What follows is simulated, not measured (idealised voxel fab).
process module | voxel released beams
cross-section cut | 145 nm wide | cells 5 nm
A cross-section is a grid of square cells, given in bands from the top down. A band is one or more rows of cells.
Each band's line starts with the height of the band's top and of its bottom, in nm. Then come its materials from left to right, each with its width in nm. One material with "throughout" fills the band from edge to edge. "air" is empty space.
Height 0 is the level under which the wafer as received is all one material. The lowest band goes on downwards, as in "0 down".
A width such as "30 to 40" changes by the same amount from each row of cells to the next, from the band's top row to its bottom row.
"no change" after a step means that no cell of the cross-section changed.
closed voids: empty space of 8 cells or more with no open way to the top, each as width x height at its distance from the left edge, in nm
after a step's settings: what the simulator itself notes on the step
overlay nm, on a step with a mask: how far to the right of its planned place the mask lay; to the left if negative
plan
1 op RECEIVE | material Si
2 op CONFORMAL_DEP | material Al2O3 | thk nm 10
3 op DIRECTIONAL_DEP | material SiO2 | thk nm 15
4 op DIRECTIONAL_DEP | material aC | thk nm 10
5 op PATTERN | tone open | mask id ANCHOR | material resist | width nm 45 | thk nm 25 | overlay nm 0
6 op DIRECTIONAL_ETCH | etch materials aC | depth nm 10
7 op STRIP | etch materials resist
8 op DIRECTIONAL_ETCH | etch materials SiO2 | depth nm 15
9 op STRIP | etch materials aC
10 op CONFORMAL_DEP | material polySi | thk nm 15
11 op PATTERN | tone cover | mask id BEAM | material resist | width nm 100 | thk nm 20 | overlay nm 0
12 op DIRECTIONAL_ETCH | etch materials polySi | depth nm 15
13 op STRIP | etch materials resist
14 op STRIP | etch materials SiO2
varied across the wafers: width nm of step 11. The plan shows the first wafer's value. All wafers start alike
first wafer as received, after step 1
  0 down: Si throughout
  closed voids: none
each wafer at the end: cells of each material gained (+) or lost (-) since it was received, then its closed voids
width nm 100 | +58 Al2O3 | +78 polySi | closed voids: none
width nm 105 | +58 Al2O3 | +81 polySi | closed voids: none
width nm 110 | +58 Al2O3 | +84 polySi | closed voids: none
width nm 115 | +58 Al2O3 | +87 polySi | closed voids: none
